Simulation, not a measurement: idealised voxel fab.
process module | voxel transistor to metal
cross-section cut | 150 nm wide | cells 5 nm
A cross-section is a grid of square cells, given in bands from the top down. A band is one or more rows of cells.
Each band's line starts with the height of the band's top and of its bottom, in nm. Then come its materials from left to right, each with its width in nm. One material with "throughout" fills the band from edge to edge. "air" is empty space.
Height 0 is the level under which the wafer as received is all one material. The lowest band goes on downwards, as in "0 down".
A width such as "30 to 40" changes by the same amount from each row of cells to the next, from the band's top row to its bottom row.
"no change" after a step means that no cell of the cross-section changed.
closed voids: empty space of 8 cells or more with no open way to the top, each as width x height at its distance from the left edge, in nm
after a step's settings: what the simulator itself notes on the step
overlay nm, on a step with a mask: how far to the right of its planned place the mask lay; to the left if negative
plan
1 op RECEIVE | material Si
2 op OXIDIZE | depth nm 5
3 op CONFORMAL_DEP | material SiN | thk nm 5
4 op MASKED_ETCH | tone cover | mask id ACTIVE | width nm 115 | etch materials SiN | depth nm 10 | overlay nm 0
5 op MASKED_ETCH | tone cover | mask id ACTIVE | width nm 115 | etch materials SiO2 | depth nm 5 | overlay nm 0
6 op MASKED_ETCH | tone cover | mask id ACTIVE | width nm 115 | etch materials Si | depth nm 20 | overlay nm 0
7 op FILL_DEP | material SiO2 | thk nm 15
8 op CMP | height nm 10
9 op SELECTIVE_ETCH | etch materials SiO2 | depth nm 5
10 op STRIP | etch materials SiN
11 op SELECTIVE_ETCH | etch materials SiO2 | depth nm 5
12 op OXIDIZE | depth nm 5
13 op DIRECTIONAL_DEP | material polySi | thk nm 30
14 op DIRECTIONAL_DEP | material SiCN | thk nm 15
15 op MASKED_ETCH | tone cover | mask id GATE | width nm 35 | etch materials SiCN | depth nm 25 | overlay nm 0
16 op MASKED_ETCH | tone cover | mask id GATE | width nm 35 | etch materials polySi | depth nm 40 | overlay nm 0
17 op CONFORMAL_DEP | material SiN | thk nm 5
18 op DIRECTIONAL_ETCH | etch materials SiN | depth nm 5
19 op DIRECTIONAL_ETCH | etch materials SiO2 | depth nm 5
20 op DIRECTIONAL_ETCH | etch materials Si | depth nm 5
21 op EPI | material nSi | thk nm 5
22 op FILL_DEP | material SiO2 | thk nm 10
23 op CMP | height nm 25
24 op STRIP | etch materials polySi
25 op SELECTIVE_ETCH | etch materials SiO2 | depth nm 5
26 op CONFORMAL_DEP | material HfO2 | thk nm 5
27 op CONFORMAL_DEP | material TiN | thk nm 5
28 op FILL_DEP | material W | thk nm 5
29 op CMP | height nm 20
30 op DIRECTIONAL_DEP | material SiO2 | thk nm 15
31 op DIRECTIONAL_DEP | material aC | thk nm 15
32 op PATTERN | tone open | mask id CONTACT | material resist | width nm 15 | pitch nm 80 | thk nm 30 | overlay nm 0
33 op DIRECTIONAL_ETCH | etch materials aC | depth nm 15
34 op STRIP | etch materials resist
35 op DIRECTIONAL_ETCH | etch materials SiO2 | depth nm 45
36 op STRIP | etch materials aC
37 op CONFORMAL_DEP | material TiN | thk nm 5
38 op FILL_DEP | material W | thk nm 10
39 op CMP | height nm 35
40 op DIRECTIONAL_DEP | material TiN | thk nm 5
41 op DIRECTIONAL_DEP | material Ru | thk nm 25
42 op PATTERN | tone cover | mask id METAL_1 | material resist | width nm 15 | pitch nm 80 | thk nm 15 | overlay nm 0
43 op DIRECTIONAL_ETCH | etch materials Ru | depth nm 25
44 op DIRECTIONAL_ETCH | etch materials TiN | depth nm 5
45 op STRIP | etch materials resist
46 op FILL_DEP | material lowk | thk nm 10
47 op CMP | height nm 65
48 op CONFORMAL_DEP | material SiN | thk nm 5
varied across the wafers: thk nm of step 3. The plan shows the first wafer's value. All wafers start alike
first wafer as received, after step 1
  0 down: Si throughout
  closed voids: none
each wafer at the end: cells of each material gained (+) or lost (-) since it was received, then its closed voids
thk nm 5 | +19 HfO2 | +30 Ru | -95 Si | +42 SiN | +179 SiO2 | +57 TiN | +28 W | +144 lowk | +16 nSi | closed voids: none
thk nm 10 | +19 HfO2 | +30 Ru | -95 Si | +42 SiN | +179 SiO2 | +57 TiN | +28 W | +144 lowk | +16 nSi | closed voids: none
thk nm 15 | +19 HfO2 | +30 Ru | -81 Si | +40 SiN | +160 SiO2 | +57 TiN | +28 W | +144 lowk | +23 nSi | closed voids: none
thk nm 20 | +19 HfO2 | +30 Ru | -81 Si | +40 SiN | +160 SiO2 | +57 TiN | +28 W | +144 lowk | +23 nSi | closed voids: none
thk nm 25 | +19 HfO2 | +30 Ru | -81 Si | +40 SiN | +160 SiO2 | +57 TiN | +28 W | +144 lowk | +23 nSi | closed voids: none
